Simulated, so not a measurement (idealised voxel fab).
A process module follows: voxel spacer lines.
Section shown: cut. Width: 225 nm. Cell size: 5 nm, square.
Think of the cross-section as a grid of square cells. We describe it in bands, top to bottom, and each band covers one or more rows of those cells.
Band: top height; bottom height; in nm. Then, left to right: material with width in nm, for each material. "all across": a single material spanning edge to edge. "blank": empty space.
Ref level 0: as-received wafer is one material below here. Bottom band extends down with no lower bound ("from 0 down").
The two numbers in a width such as "30->40" mark its ends across the band: the first belongs to the top row of cells, the second to the bottom row, and from each row to the next the width moves by the same amount.
For the purposes of this document, the phrase "nothing got changed" attached to a step denotes that no cell within the cross-section was modified by that step.
"Closed void table" contains a list of empty spaces, each no smaller than 8 cells and without an open way to the top, written in the form width x height at distance with the distance from the left edge and all three in nm.
The remark found on a step's line after its settings is issued by the simulator itself and pertains to that step.
What "overlay nm" on a step's line means: if the step has a mask, that mask lay this far to the right of its planned place, or, when the value is negative, to the left.
### Set out below are the planned steps of the process
1 RECEIVE with material Si
2 CONFORMAL_DEP with material Al2O3, thk nm 5
3 DIRECTIONAL_DEP with material polySi, thk nm 20
4 DIRECTIONAL_DEP with material aC, thk nm 20
5 PATTERN with tone cover, mask id MANDREL, material resist, width nm 20, pitch nm 70, thk nm 25, overlay nm 0
6 DIRECTIONAL_ETCH with etch materials aC, depth nm 20
7 STRIP with etch materials resist
8 CONFORMAL_DEP with material SiN, thk nm 15
9 DIRECTIONAL_ETCH with etch materials SiN, depth nm 15
10 STRIP with etch materials aC
11 DIRECTIONAL_ETCH with etch materials polySi, depth nm 20
12 STRIP with etch materials SiN
### first wafer, as planned
### Received-state cross-section, reflecting completion of step 1
* from 0 down | Si all across
* Closed void table: none
### Step 2 done - wafer cross-section
* from 5 to 0 | Al2O3 all across
* Whatever lies below 0 is exactly as it was before.
### Step 3 done - wafer cross-section
* from 25 to 5 | polySi all across
* Whatever lies below 5 is exactly as it was before.
### Step 4 done - wafer cross-section
* from 45 to 25 | aC all across
* Whatever lies below 25 is exactly as it was before.
### Step 5 done - wafer cross-section
* from 70 to 45 | blank=30; resist=20; blank=50; resist=20; blank=50; resist=20; blank=35
* Whatever lies below 45 is exactly as it was before.
### Step 6 done - wafer cross-section
* from 50 to 45 | blank=30; resist=20; blank=50; resist=20; blank=50; resist=20; blank=35
* from 45 to 25 | blank=30; aC=20; blank=50; aC=20; blank=50; aC=20; blank=35
* Whatever lies below 25 is exactly as it was before.
### Step 7 done - wafer cross-section
* from 45 to 25 | blank=30; aC=20; blank=50; aC=20; blank=50; aC=20; blank=35
* Whatever lies below 25 is exactly as it was before.
### Step 8 done - wafer cross-section
* from 60 to 45 | blank=15; SiN=50; blank=20; SiN=50; blank=20; SiN=50; blank=20
* from 45 to 40 | blank=15; SiN=15; aC=20; SiN=15; blank=20; SiN=15; aC=20; SiN=15; blank=20; SiN=15; aC=20; SiN=15; blank=20
* from 40 to 25 | SiN=30; aC=20; SiN=50; aC=20; SiN=50; aC=20; SiN=35
* Whatever lies below 25 is exactly as it was before.
### Step 9 done - wafer cross-section
* from 45 to 25 | blank=15; SiN=15; aC=20; SiN=15; blank=20; SiN=15; aC=20; SiN=15; blank=20; SiN=15; aC=20; SiN=15; blank=20
* Whatever lies below 25 is exactly as it was before.
### Step 10 done - wafer cross-section
* from 45 to 25 | blank=15; SiN=15; blank=20; SiN=15; blank=20; SiN=15; blank=20; SiN=15; blank=20; SiN=15; blank=20; SiN=15; blank=20
* Whatever lies below 25 is exactly as it was before.
### Step 11 done - wafer cross-section
* from 45 to 25 | blank=15; SiN=15; blank=20; SiN=15; blank=20; SiN=15; blank=20; SiN=15; blank=20; SiN=15; blank=20; SiN=15; blank=20
* from 25 to 5 | blank=15; polySi=15; blank=20; polySi=15; blank=20; polySi=15; blank=20; polySi=15; blank=20; polySi=15; blank=20; polySi=15; blank=20
* Whatever lies below 5 is exactly as it was before.
### Step 12 done - wafer cross-section
* from 25 to 5 | blank=15; polySi=15; blank=20; polySi=15; blank=20; polySi=15; blank=20; polySi=15; blank=20; polySi=15; blank=20; polySi=15; blank=20
* Whatever lies below 5 is exactly as it was before.
### Wafer two of the pair: same origin, same plan, one error during the run; identical to wafer one up to and including step 2
### X-section, second wafer, when step 3 was due to finish
* from 15 to 5 | polySi all across
* Whatever lies below 5 is exactly as it was before.
### X-section, second wafer, when step 4 was due to finish
* from 35 to 15 | aC all across
* Whatever lies below 15 is exactly as it was before.
### X-section, second wafer, when step 5 was due to finish
* from 60 to 35 | blank=30; resist=20; blank=50; resist=20; blank=50; resist=20; blank=35
* Whatever lies below 35 is exactly as it was before.
### X-section, second wafer, when step 6 was due to finish
* from 40 to 35 | blank=30; resist=20; blank=50; resist=20; blank=50; resist=20; blank=35
* from 35 to 15 | blank=30; aC=20; blank=50; aC=20; blank=50; aC=20; blank=35
* Whatever lies below 15 is exactly as it was before.
### X-section, second wafer, when step 7 was due to finish
* from 35 to 15 | blank=30; aC=20; blank=50; aC=20; blank=50; aC=20; blank=35
* Whatever lies below 15 is exactly as it was before.
### X-section, second wafer, when step 8 was due to finish
* from 50 to 35 | blank=15; SiN=50; blank=20; SiN=50; blank=20; SiN=50; blank=20
* from 35 to 30 | blank=15; SiN=15; aC=20; SiN=15; blank=20; SiN=15; aC=20; SiN=15; blank=20; SiN=15; aC=20; SiN=15; blank=20
* from 30 to 15 | SiN=30; aC=20; SiN=50; aC=20; SiN=50; aC=20; SiN=35
* Whatever lies below 15 is exactly as it was before.
### X-section, second wafer, when step 9 was due to finish
* from 35 to 15 | blank=15; SiN=15; aC=20; SiN=15; blank=20; SiN=15; aC=20; SiN=15; blank=20; SiN=15; aC=20; SiN=15; blank=20
* Whatever lies below 15 is exactly as it was before.
### X-section, second wafer, when step 10 was due to finish
* from 35 to 15 | blank=15; SiN=15; blank=20; SiN=15; blank=20; SiN=15; blank=20; SiN=15; blank=20; SiN=15; blank=20; SiN=15; blank=20
* Whatever lies below 15 is exactly as it was before.
### X-section, second wafer, when step 11 was due to finish
* from 35 to 15 | blank=15; SiN=15; blank=20; SiN=15; blank=20; SiN=15; blank=20; SiN=15; blank=20; SiN=15; blank=20; SiN=15; blank=20
* from 15 to 5 | blank=15; polySi=15; blank=20; polySi=15; blank=20; polySi=15; blank=20; polySi=15; blank=20; polySi=15; blank=20; polySi=15; blank=20
* Whatever lies below 5 is exactly as it was before.
### X-section, second wafer, when step 12 was due to finish
* from 15 to 5 | blank=15; polySi=15; blank=20; polySi=15; blank=20; polySi=15; blank=20; polySi=15; blank=20; polySi=15; blank=20; polySi=15; blank=20
* Whatever lies below 5 is exactly as it was before.
Want to know what went wrong? step 3 did not use the planned setting and instead ran as DIRECTIONAL_DEP with material polySi, thk nm 10
Count the cells at the end and the second wafer has more or fewer of some materials than the first: 36 fewer of polySi
